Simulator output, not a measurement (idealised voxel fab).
A process module follows: voxel released beams.
Pictured: cross-section cut, 275 nm wide, on a grid of 5 nm square cells.
This document writes a cross-section as a grid whose cells are square, and gives it as bands, listed from the top down; one or more rows of cells form a band. Basically the band line says how high the top is and how high the bottom is, in nm, and then what's in it from left to right, every material with its width in nm. Empty space shows up as "air", and if a single material carries "edge to edge" it runs the full band edge to edge. Where do heights start? At 0: under that level the wafer as delivered is made of one material only. And the lowest band has no floor; it just carries on downward, as in "0 nm and below". Quick explanation for "30 to 40": the width changes in equal steps down the rows of cells, from the first number in the band's top row to the second number in its bottom row. The designation "remained unchanged", where it is given for a processing step, indicates that no cell of the cross-section was altered in the course of that step. Look at "Closed void listing" for the closed voids: empty spaces with no open path to the top, sized 8 cells or up. Each is width x height at distance, distance from the left edge, all nm. Heads up: the bit after the settings on a step's line is the simulator's remark on that step. Among the settings permitted on a step's line is "overlay nm"; applied to a step with a mask, it specifies the extent to which the mask lay to the right of its planned position, whereas a negative figure signifies a position to the left.

# The following list gives the planned process steps
1,RECEIVE: material Si
2,CONFORMAL_DEP: material SiN, thk nm 10
3,DIRECTIONAL_DEP: material SiO2, thk nm 20
4,DIRECTIONAL_DEP: material aC, thk nm 15
5,PATTERN: tone open, mask id ANCHOR, material resist, width nm 30, thk nm 35, overlay nm 0
6,DIRECTIONAL_ETCH: etch materials aC, depth nm 15
7,STRIP: etch materials resist
8,DIRECTIONAL_ETCH: etch materials SiO2, depth nm 20
9,STRIP: etch materials aC
10,CONFORMAL_DEP: material TiN, thk nm 10
11,PATTERN: tone cover, mask id BEAM, material resist, width nm 75, thk nm 15, overlay nm 0
12,DIRECTIONAL_ETCH: etch materials TiN, depth nm 10
13,STRIP: etch materials resist
14,STRIP: etch materials SiO2

# As-received state of the wafer in cross-section, equivalent to post-step 1
* 0 nm and below | Si edge to edge
* Closed void listing: none

# Starting wafer: above. Plan: above. Run: one mistake. Cross-section after the module: below
* 40 nm to 30 nm | air=95 | TiN=10 | air=20 | TiN=45 | air=105
* 30 nm to 20 nm | air=95 | TiN=10 | air=20 | TiN=10 | air=140
* 20 nm to 10 nm | air=95 | TiN=40 | air=140
* 10 nm to 0 nm | SiN edge to edge
* 0 nm and below | Si edge to edge
* Closed void listing: none
Run error: planned and actual differ for step 5; actual: PATTERN: tone open, mask id ANCHOR, material resist, width nm 40, thk nm 35, overlay nm 0
